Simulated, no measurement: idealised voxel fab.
process module | voxel transistor to metal
cross-section cut | 290 nm wide | cells 5 nm
A cross-section is a grid of square cells, given in bands from the top down. A band is one or more rows of cells.
Each band's line starts with the height of the band's top and of its bottom, in nm. Then come its materials from left to right, each with its width in nm. One material with "throughout" fills the band from edge to edge. "air" is empty space.
Height 0 is the level under which the wafer as received is all one material. The lowest band goes on downwards, as in "0 down".
A width such as "30 to 40" changes by the same amount from each row of cells to the next, from the band's top row to its bottom row.
"no change" after a step means that no cell of the cross-section changed.
closed voids: empty space of 8 cells or more with no open way to the top, each as width x height at its distance from the left edge, in nm
after a step's settings: what the simulator itself notes on the step
overlay nm, on a step with a mask: how far to the right of its planned place the mask lay; to the left if negative
plan
1 op RECEIVE | material Si
2 op OXIDIZE | depth nm 5
3 op CONFORMAL_DEP | material SiN | thk nm 10
4 op PATTERN | tone cover | mask id ACTIVE | material resist | width nm 95 | pitch nm 115 | thk nm 20 | overlay nm 0
5 op DIRECTIONAL_ETCH | etch materials SiN | depth nm 10
6 op DIRECTIONAL_ETCH | etch materials SiO2 | depth nm 5
7 op DIRECTIONAL_ETCH | etch materials Si | depth nm 35
8 op STRIP | etch materials resist
9 op FILL_DEP | material SiO2 | thk nm 10
10 op CMP | height nm 10
11 op SELECTIVE_ETCH | etch materials SiO2 | depth nm 10
12 op STRIP | etch materials SiN
13 op SELECTIVE_ETCH | etch materials SiO2 | depth nm 5
14 op OXIDIZE | depth nm 5
15 op DIRECTIONAL_DEP | material polySi | thk nm 30
16 op DIRECTIONAL_DEP | material SiCN | thk nm 10
17 op DIRECTIONAL_DEP | material aC | thk nm 15
18 op PATTERN | tone cover | mask id GATE | material resist | width nm 25 | pitch nm 115 | thk nm 35 | overlay nm 0
19 op DIRECTIONAL_ETCH | etch materials aC | depth nm 15
20 op STRIP | etch materials resist
21 op DIRECTIONAL_ETCH | etch materials SiCN | depth nm 20
22 op DIRECTIONAL_ETCH | etch materials polySi | depth nm 40
23 op STRIP | etch materials aC
24 op CONFORMAL_DEP | material SiO2 | thk nm 5
25 op DIRECTIONAL_ETCH | etch materials SiO2 | depth nm 5
26 op CONFORMAL_DEP | material SiN | thk nm 10
27 op DIRECTIONAL_ETCH | etch materials SiN | depth nm 10
28 op DIRECTIONAL_ETCH | etch materials SiO2 | depth nm 5
29 op DIRECTIONAL_ETCH | etch materials Si | depth nm 15
30 op EPI | material nSi | thk nm 20
31 op FILL_DEP | material SiO2 | thk nm 10
32 op CMP | height nm 25
33 op STRIP | etch materials polySi
34 op SELECTIVE_ETCH | etch materials SiO2 | depth nm 5
35 op CONFORMAL_DEP | material HfO2 | thk nm 5
36 op CONFORMAL_DEP | material TiN | thk nm 5
37 op FILL_DEP | material W | thk nm 5
38 op CMP | height nm 20
39 op DIRECTIONAL_DEP | material SiO2 | thk nm 10
40 op PATTERN | tone open | mask id CONTACT | material resist | width nm 15 | thk nm 15 | overlay nm 0
41 op DIRECTIONAL_ETCH | etch materials SiO2 | depth nm 20
42 op STRIP | etch materials resist
43 op CONFORMAL_DEP | material TiN | thk nm 5
44 op FILL_DEP | material W | thk nm 5
45 op CMP | height nm 30
46 op CONFORMAL_DEP | material SiN | thk nm 5
47 op DIRECTIONAL_DEP | material lowk | thk nm 20
48 op MASKED_ETCH | tone open | mask id METAL_1 | width nm 15 | etch materials lowk | depth nm 20 | overlay nm 0
49 op MASKED_ETCH | tone open | mask id METAL_1 | width nm 15 | etch materials SiN | depth nm 5 | overlay nm 0
50 op CONFORMAL_DEP | material TiN | thk nm 5
51 op FILL_DEP | material Ru | thk nm 10
52 op CMP | height nm 55
53 op CONFORMAL_DEP | material SiCN | thk nm 5
54 op DIRECTIONAL_DEP | material lowk | thk nm 25
55 op PATTERN | tone open | mask id METAL_2 | material resist | width nm 15 | pitch nm 115 | thk nm 15 | overlay nm 0
56 op DIRECTIONAL_ETCH | etch materials lowk | depth nm 15
57 op STRIP | etch materials resist
58 op DIRECTIONAL_DEP | material aC | thk nm 15
59 op PATTERN | tone open | mask id METAL_2_HOLES | material resist | width nm 15 | pitch nm 115 | thk nm 30 | overlay nm 0
60 op DIRECTIONAL_ETCH | etch materials aC | depth nm 15
61 op STRIP | etch materials resist
62 op DIRECTIONAL_ETCH | etch materials lowk | depth nm 10
63 op DIRECTIONAL_ETCH | etch materials SiCN | depth nm 5
64 op STRIP | etch materials aC
65 op CONFORMAL_DEP | material TiN | thk nm 5
66 op FILL_DEP | material Ru | thk nm 5
67 op CMP | height nm 85
68 op CONFORMAL_DEP | material SiCN | thk nm 5
as received, after step 1
  0 down: Si throughout
  closed voids: none
first wafer at the end, as planned
  90 to 85: SiCN throughout
  85 to 60: lowk 45 | TiN 5 | Ru 5 | TiN 5 | lowk 100 | TiN 5 | Ru 5 | TiN 5 | lowk 115
  60 to 55: SiCN 45 | TiN 15 | SiCN 100 | TiN 15 | SiCN 115
  55 to 35: lowk 45 | TiN 5 | Ru 5 | TiN 5 | lowk 55 | TiN 5 | Ru 5 | TiN 5 | lowk 30 | TiN 5 | Ru 5 | TiN 5 | lowk 55 | TiN 5 | Ru 5 | TiN 5 | lowk 45
  35 to 30: SiN 45 | TiN 15 | SiN 55 | TiN 15 | SiN 30 | TiN 15 | SiN 55 | TiN 15 | SiN 45
  30 to 20: SiO2 45 | TiN 5 | W 5 | TiN 5 | SiO2 55 | TiN 5 | W 5 | TiN 5 | SiO2 30 | TiN 5 | W 5 | TiN 5 | SiO2 55 | TiN 5 | W 5 | TiN 5 | SiO2 45
  20 to 15: SiO2 45 | TiN 5 | W 5 | TiN 5 | SiN 10 | HfO2 5 | TiN 5 | W 15 | TiN 5 | HfO2 5 | SiN 10 | TiN 5 | W 5 | TiN 5 | SiO2 30 | TiN 5 | W 5 | TiN 5 | SiN 10 | HfO2 5 | TiN 5 | W 15 | TiN 5 | HfO2 5 | SiN 10 | TiN 5 | W 5 | TiN 5 | SiO2 45
  15 to 10: SiO2 45 | TiN 15 | SiN 10 | HfO2 5 | TiN 5 | W 15 | TiN 5 | HfO2 5 | SiN 10 | TiN 15 | SiO2 30 | TiN 15 | SiN 10 | HfO2 5 | TiN 5 | W 15 | TiN 5 | HfO2 5 | SiN 10 | TiN 15 | SiO2 45
  10 to 0: SiO2 40 | nSi 20 | SiN 10 | HfO2 5 | TiN 5 | W 15 | TiN 5 | HfO2 5 | SiN 10 | nSi 20 | SiO2 20 | nSi 20 | SiN 10 | HfO2 5 | TiN 5 | W 15 | TiN 5 | HfO2 5 | SiN 10 | nSi 20 | SiO2 40
  0 to -5: SiO2 40 | nSi 20 | SiN 10 | HfO2 5 | TiN 25 | HfO2 5 | SiN 10 | nSi 20 | SiO2 20 | nSi 20 | SiN 10 | HfO2 5 | TiN 25 | HfO2 5 | SiN 10 | nSi 20 | SiO2 40
  -5 to -10: SiO2 35 | nSi 25 | SiO2 10 | HfO2 35 | SiO2 10 | nSi 25 | SiO2 10 | nSi 25 | SiO2 10 | HfO2 35 | SiO2 10 | nSi 25 | SiO2 35
  -10 to -25: SiO2 40 | nSi 20 | Si 55 | nSi 20 | SiO2 20 | nSi 20 | Si 55 | nSi 20 | SiO2 40
  -25 to -40: SiO2 40 | Si 95 | SiO2 20 | Si 95 | SiO2 40
  -40 down: Si throughout
  closed voids: none
second wafer at the end: like start, like plan, one mistake
  90 to 85: SiCN throughout
  85 to 60: lowk 45 | TiN 5 | Ru 5 | TiN 5 | lowk 100 | TiN 5 | Ru 5 | TiN 5 | lowk 115
  60 to 55: SiCN 45 | TiN 15 | SiCN 100 | TiN 15 | SiCN 115
  55 to 40: Ru 40 | TiN 5 | lowk 15 | TiN 5 | Ru 45 | TiN 5 | lowk 15 | TiN 5 | Ru 20 | TiN 5 | lowk 15 | TiN 5 | Ru 45 | TiN 5 | lowk 15 | TiN 5 | Ru 40
  40 to 35: TiN 45 | lowk 15 | TiN 55 | lowk 15 | TiN 30 | lowk 15 | TiN 55 | lowk 15 | TiN 45
  35 to 30: SiN throughout
  30 to 20: SiO2 45 | TiN 5 | W 5 | TiN 5 | SiO2 55 | TiN 5 | W 5 | TiN 5 | SiO2 30 | TiN 5 | W 5 | TiN 5 | SiO2 55 | TiN 5 | W 5 | TiN 5 | SiO2 45
  20 to 15: SiO2 45 | TiN 5 | W 5 | TiN 5 | SiN 10 | HfO2 5 | TiN 5 | W 15 | TiN 5 | HfO2 5 | SiN 10 | TiN 5 | W 5 | TiN 5 | SiO2 30 | TiN 5 | W 5 | TiN 5 | SiN 10 | HfO2 5 | TiN 5 | W 15 | TiN 5 | HfO2 5 | SiN 10 | TiN 5 | W 5 | TiN 5 | SiO2 45
  15 to 10: SiO2 45 | TiN 15 | SiN 10 | HfO2 5 | TiN 5 | W 15 | TiN 5 | HfO2 5 | SiN 10 | TiN 15 | SiO2 30 | TiN 15 | SiN 10 | HfO2 5 | TiN 5 | W 15 | TiN 5 | HfO2 5 | SiN 10 | TiN 15 | SiO2 45
  10 to 0: SiO2 40 | nSi 20 | SiN 10 | HfO2 5 | TiN 5 | W 15 | TiN 5 | HfO2 5 | SiN 10 | nSi 20 | SiO2 20 | nSi 20 | SiN 10 | HfO2 5 | TiN 5 | W 15 | TiN 5 | HfO2 5 | SiN 10 | nSi 20 | SiO2 40
  0 to -5: SiO2 40 | nSi 20 | SiN 10 | HfO2 5 | TiN 25 | HfO2 5 | SiN 10 | nSi 20 | SiO2 20 | nSi 20 | SiN 10 | HfO2 5 | TiN 25 | HfO2 5 | SiN 10 | nSi 20 | SiO2 40
  -5 to -10: SiO2 35 | nSi 25 | SiO2 10 | HfO2 35 | SiO2 10 | nSi 25 | SiO2 10 | nSi 25 | SiO2 10 | HfO2 35 | SiO2 10 | nSi 25 | SiO2 35
  -10 to -25: SiO2 40 | nSi 20 | Si 55 | nSi 20 | SiO2 20 | nSi 20 | Si 55 | nSi 20 | SiO2 40
  -25 to -40: SiO2 40 | Si 95 | SiO2 20 | Si 95 | SiO2 40
  -40 down: Si throughout
  closed voids: none
what went wrong: step 48 ran as: op MASKED_ETCH | tone cover | mask id METAL_1 | width nm 15 | etch materials lowk | depth nm 20 | overlay nm 0
at the end the second wafer has, in cells: 98 more of Ru | 12 more of SiN | 26 more of TiN | 136 fewer of lowk
